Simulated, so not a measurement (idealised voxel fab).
process module | voxel ribs on slabs
cross-section cut | 275 nm wide | cells 5 nm
A cross-section is a grid of square cells, given in bands from the top down. A band is one or more rows of cells.
Each band's line starts with the height of the band's top and of its bottom, in nm. Then come its materials from left to right, each with its width in nm. One material with "throughout" fills the band from edge to edge. "air" is empty space.
Height 0 is the level under which the wafer as received is all one material. The lowest band goes on downwards, as in "0 down".
A width such as "30 to 40" changes by the same amount from each row of cells to the next, from the band's top row to its bottom row.
"no change" after a step means that no cell of the cross-section changed.
closed voids: empty space of 8 cells or more with no open way to the top, each as width x height at its distance from the left edge, in nm
after a step's settings: what the simulator itself notes on the step
overlay nm, on a step with a mask: how far to the right of its planned place the mask lay; to the left if negative
plan
1 op RECEIVE | material Si
2 op DIRECTIONAL_DEP | material SiO2 | thk nm 20
3 op DIRECTIONAL_DEP | material SiN | thk nm 20
4 op MASKED_ETCH | tone cover | mask id RIB | width nm 25 | etch materials SiN | depth nm 10 | overlay nm 0
5 op MASKED_ETCH | tone cover | mask id SLAB | width nm 55 | etch materials SiN | depth nm 10 | overlay nm 0
6 op FILL_DEP | material SiO2 | thk nm 25
7 op CMP | height nm 60
8 op DIRECTIONAL_DEP | material TiN | thk nm 5
9 op PATTERN | tone cover | mask id HEATER | material resist | width nm 35 | thk nm 20 | overlay nm 0
10 op DIRECTIONAL_ETCH | etch materials TiN | depth nm 5
11 op STRIP | etch materials resist
12 op CONFORMAL_DEP | material SiN | thk nm 10
first wafer, as planned
as received, after step 1
  0 down: Si throughout
  closed voids: none
after step 2
  20 to 0: SiO2 throughout
  below 0: unchanged
after step 3
  40 to 20: SiN throughout
  below 20: unchanged
after step 4
  40 to 30: air 125 | SiN 25 | air 125
  below 30: unchanged
after step 5
  40 to 30: air 125 | SiN 25 | air 125
  30 to 20: air 110 | SiN 55 | air 110
  below 20: unchanged
after step 6
  65 to 40: SiO2 throughout
  40 to 30: SiO2 125 | SiN 25 | SiO2 125
  30 to 20: SiO2 110 | SiN 55 | SiO2 110
  below 20: unchanged
after step 7
  60 to 40: SiO2 throughout
  below 40: unchanged
after step 8
  65 to 60: TiN throughout
  below 60: unchanged
after step 9
  85 to 65: air 120 | resist 35 | air 120
  below 65: unchanged
after step 10
  85 to 65: air 120 | resist 35 | air 120
  65 to 60: air 120 | TiN 35 | air 120
  below 60: unchanged
after step 11
  65 to 60: air 120 | TiN 35 | air 120
  below 60: unchanged
after step 12
  75 to 70: air 110 | SiN 55 | air 110
  70 to 65: SiN throughout
  65 to 60: SiN 120 | TiN 35 | SiN 120
  below 60: unchanged
second wafer: like start, like plan, one mistake. Through step 1 it matches the first wafer
when step 2 should have ended
  40 to 0: SiO2 throughout
  below 0: unchanged
when step 3 should have ended
  60 to 40: SiN throughout
  below 40: unchanged
when step 4 should have ended
  60 to 50: air 125 | SiN 25 | air 125
  below 50: unchanged
when step 5 should have ended
  60 to 50: air 125 | SiN 25 | air 125
  50 to 40: air 110 | SiN 55 | air 110
  below 40: unchanged
when step 6 should have ended
  85 to 60: SiO2 throughout
  60 to 50: SiO2 125 | SiN 25 | SiO2 125
  50 to 40: SiO2 110 | SiN 55 | SiO2 110
  below 40: unchanged
when step 7 should have ended
  60 to 50: SiO2 125 | SiN 25 | SiO2 125
  below 50: unchanged
when step 8 should have ended
  65 to 60: TiN throughout
  below 60: unchanged
when step 9 should have ended
  85 to 65: air 120 | resist 35 | air 120
  below 65: unchanged
when step 10 should have ended
  85 to 65: air 120 | resist 35 | air 120
  65 to 60: air 120 | TiN 35 | air 120
  below 60: unchanged
when step 11 should have ended
  65 to 60: air 120 | TiN 35 | air 120
  below 60: unchanged
when step 12 should have ended
  75 to 70: air 110 | SiN 55 | air 110
  70 to 65: SiN throughout
  65 to 60: SiN 120 | TiN 35 | SiN 120
  below 60: unchanged
what went wrong: step 2 was run twice
at the end the second wafer has, in cells: as many of each material as the first, in other places
